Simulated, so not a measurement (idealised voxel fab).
Process module name: voxel ribs on slabs
230 nm wide, 5 nm square cells: that's cross-section cut.
Each cross-section below is a grid of square cells, stated as bands in top-down order, with one or more rows of cells making up each band. First you get the band's top height and its bottom height, in nm, and then the materials it's made of, left to right, with each width in nm. If you see a single material with "everywhere", that one covers the band edge to edge. "air" is empty space. Counting heights begins at 0, where everything beneath is, in the wafer as received, one material. The lowest band has no bottom; it goes on downwards, as "z 0 and below" shows. A width given as "30..40" starts at the first number in the band's top row and ends at the second number in its bottom row, shifting by an equal amount at every step from row to row. Step marked "everything unchanged"? Then no cell in the cross-section changed in it. Closed empty spaces (no open way to the top) of 8 cells or more are what "Sealed-off cavities" lists, each as width x height at distance from the left edge, nm for all three. It should be noted that, on the line of a given step, the content following the step's settings is a remark produced by the simulator itself with respect to that step. "overlay nm" on a masked step: distance the mask lay right of its planned place, negative for left.

### Planned step list for the process
- 1: op RECEIVE | material Si
- 2: op DIRECTIONAL_DEP | material SiO2 | thk nm 30
- 3: op DIRECTIONAL_DEP | material SiN | thk nm 25
- 4: op DIRECTIONAL_DEP | material aC | thk nm 10
- 5: op PATTERN | tone cover | mask id RIB | material resist | width nm 25 | thk nm 25 | overlay nm 0
- 6: op DIRECTIONAL_ETCH | etch materials aC | depth nm 10
- 7: op STRIP | etch materials resist
- 8: op DIRECTIONAL_ETCH | etch materials SiN | depth nm 10
- 9: op STRIP | etch materials aC
- 10: op DIRECTIONAL_DEP | material aC | thk nm 15
- 11: op PATTERN | tone cover | mask id SLAB | material resist | width nm 85 | thk nm 30 | overlay nm 0
- 12: op DIRECTIONAL_ETCH | etch materials aC | depth nm 15
- 13: op STRIP | etch materials resist
- 14: op DIRECTIONAL_ETCH | etch materials SiN | depth nm 15
- 15: op STRIP | etch materials aC
- 16: op FILL_DEP | material SiO2 | thk nm 15
- 17: op CMP | height nm 65
- 18: op DIRECTIONAL_DEP | material TiN | thk nm 5
- 19: op PATTERN | tone cover | mask id HEATER | material resist | width nm 35 | thk nm 20 | overlay nm 0
- 20: op DIRECTIONAL_ETCH | etch materials TiN | depth nm 5
- 21: op STRIP | etch materials resist
- 22: op CONFORMAL_DEP | material SiN | thk nm 10

### As received (post step 1): cross-section
> z 0 and below  Si everywhere
> Sealed-off cavities: none

### This is how the wafer looks in cross-section once the module is done, given the starting state and plan above and one mistake in carrying the plan out
> z 80 to 75  85 air, then 55 SiN, then 90 air
> z 75 to 70  SiN everywhere
> z 70 to 65  95 SiN, then 35 TiN, then 100 SiN
> z 65 to 25  SiO2 everywhere
> z 25 to 0  SiN everywhere
> z 0 and below  Si everywhere
> Sealed-off cavities: none
What was the processing mistake? the run placed steps 2 and 3 each in the position the plan gave to the other
